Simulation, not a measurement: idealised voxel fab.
process module | voxel gate over fins
cross-section cut | 230 nm wide | cells 5 nm
A cross-section is a grid of square cells, given in bands from the top down. A band is one or more rows of cells.
Each band's line starts with the height of the band's top and of its bottom, in nm. Then come its materials from left to right, each with its width in nm. One material with "throughout" fills the band from edge to edge. "air" is empty space.
Height 0 is the level under which the wafer as received is all one material. The lowest band goes on downwards, as in "0 down".
A width such as "30 to 40" changes by the same amount from each row of cells to the next, from the band's top row to its bottom row.
"no change" after a step means that no cell of the cross-section changed.
closed voids: empty space of 8 cells or more with no open way to the top, each as width x height at its distance from the left edge, in nm
after a step's settings: what the simulator itself notes on the step
overlay nm, on a step with a mask: how far to the right of its planned place the mask lay; to the left if negative
plan
1 op RECEIVE | material Si
2 op CONFORMAL_DEP | material SiN | thk nm 10
3 op MASKED_ETCH | tone cover | mask id FINS | width nm 15 | pitch nm 50 | etch materials SiN | depth nm 10 | overlay nm 0
4 op MASKED_ETCH | tone cover | mask id FINS | width nm 15 | pitch nm 50 | etch materials Si | depth nm 35 | overlay nm 0
5 op FILL_DEP | material SiO2 | thk nm 5
6 op CMP | height nm 10
7 op MASKED_ETCH | tone open | mask id RAIL | width nm 15 | etch materials SiO2 | depth nm 40 | overlay nm 0
8 op CONFORMAL_DEP | material TiN | thk nm 5
9 op FILL_DEP | material Ru | thk nm 10
10 op CMP | height nm 10
11 op SELECTIVE_ETCH | etch materials W Ru TiN | depth nm 35
12 op FILL_DEP | material SiO2 | thk nm 5
13 op CMP | height nm 10
14 op SELECTIVE_ETCH | etch materials SiO2 | depth nm 25
15 op STRIP | etch materials SiN
16 op CONFORMAL_DEP | material HfO2 | thk nm 5
17 op CONFORMAL_DEP | material TiN | thk nm 5
18 op CONFORMAL_DEP | material TiAl | thk nm 5
19 op CONFORMAL_DEP | material TiN | thk nm 5
20 op FILL_DEP | material W | thk nm 10
21 op CMP | height nm 25
22 op CONFORMAL_DEP | material SiCN | thk nm 5
as received, after step 1
  0 down: Si throughout
  closed voids: none
a wafer at the end: this start, this plan, one mistake
  30 to 25: SiCN throughout
  25 to 15: W throughout
  15 to 10: W 65 | TiN 45 | W 5 | TiN 45 | W 70
  10 to 5: W 65 | TiN 5 | TiAl 35 | TiN 5 | W 5 | TiN 5 | TiAl 35 | TiN 5 | W 70
  5 to 0: W 65 | TiN 5 | TiAl 5 | HfO2 25 | TiAl 5 | TiN 5 | W 5 | TiN 5 | TiAl 5 | HfO2 25 | TiAl 5 | TiN 5 | W 70
  0 to -5: TiN 70 | TiAl 5 | HfO2 5 | Si 15 | HfO2 5 | TiAl 5 | TiN 15 | TiAl 5 | HfO2 5 | Si 15 | HfO2 5 | TiAl 5 | TiN 75
  -5 to -10: TiAl 75 | HfO2 5 | Si 15 | HfO2 5 | TiAl 25 | HfO2 5 | Si 15 | HfO2 5 | TiAl 80
  -10 to -15: HfO2 80 | Si 15 | HfO2 35 | Si 15 | HfO2 85
  -15 to -25: SiO2 80 | Si 15 | SiO2 35 | Si 15 | SiO2 85
  -25 to -30: SiO2 80 | Si 15 | SiO2 10 | TiN 15 | SiO2 10 | Si 15 | SiO2 85
  -30 to -35: SiO2 80 | Si 15 | SiO2 35 | Si 15 | SiO2 85
  -35 down: Si throughout
  closed voids: none
what went wrong: step 17 was left out
